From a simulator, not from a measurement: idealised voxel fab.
The following is a process module called voxel fin reveal.
We display cut, a cross-section 275 nm in width whose square cells are each 5 nm.
A cross-section in this document is a grid of square cells, and it is written down as bands, the top band listed before the ones below it; a band is made up of one or more rows of cells.
Band entry format. Leading values: height of top, height of bottom, nm. Remainder: materials in left-to-right order, each with its width in nm. Special words: "edge to edge" on a single material, which then fills the band edge to edge; "blank", empty space.
Ref level 0: as-received wafer is one material below here. Bottom band extends down with no lower bound ("0..down").
The two numbers in a width such as "30..40" mark its ends across the band: the first belongs to the top row of cells, the second to the bottom row, and from each row to the next the width moves by the same amount.
Key: "everything unchanged" - step with no changed cell in the cross-section.
The list in "Voids lacking openings" covers empty spaces of 8 cells or more that cannot reach the top through any open way, and it gives each as width x height at distance; the distance is from the left edge, and width, height and distance are in nm.
Step line, after settings: the simulator's comment on this step.
The "overlay nm" setting may appear on a step's line; for a step that uses a mask, it gives how far to the right of its planned position the mask lay, and a negative value indicates the left.
**Planned process steps**
| 1 | RECEIVE (material Si) |
| 2 | CONFORMAL_DEP (material SiN; thk nm 5) |
| 3 | MASKED_ETCH (tone cover; mask id FINS; width nm 15; pitch nm 35; etch materials SiN; depth nm 5; overlay nm 0) |
| 4 | MASKED_ETCH (tone cover; mask id FINS; width nm 15; pitch nm 35; etch materials Si; depth nm 40; overlay nm 0) |
| 5 | OXIDIZE (depth nm 5) |
| 6 | FILL_DEP (material SiO2; thk nm 15) |
| 7 | CMP (height nm 5) |
| 8 | SELECTIVE_ETCH (etch materials SiO2; depth nm 20) |
| 9 | STRIP (etch materials SiN) |
**Cross-section of the incoming wafer, state after step 1**
	0..down | Si edge to edge
	Voids lacking openings: none
**Here's the wafer cut in cross-section after the module, started and planned just like above, except one thing was done wrong in the run**
	0..-15 | 80 nm blank, then 10 nm Si, then 25 nm blank, then 10 nm Si, then 25 nm blank, then 10 nm Si, then 25 nm blank, then 10 nm Si, then 80 nm blank
	-15..-45 | 80 nm SiO2, then 10 nm Si, then 25 nm SiO2, then 10 nm Si, then 25 nm SiO2, then 10 nm Si, then 25 nm SiO2, then 10 nm Si, then 80 nm SiO2
	-45..down | Si edge to edge
	Voids lacking openings: none
It is concluded that the wafer was processed incorrectly with respect to the plan, in that rather than as planned, step 3 actually ran as MASKED_ETCH (tone cover; mask id FINS; width nm 20; pitch nm 35; etch materials SiN; depth nm 5; overlay nm 0)
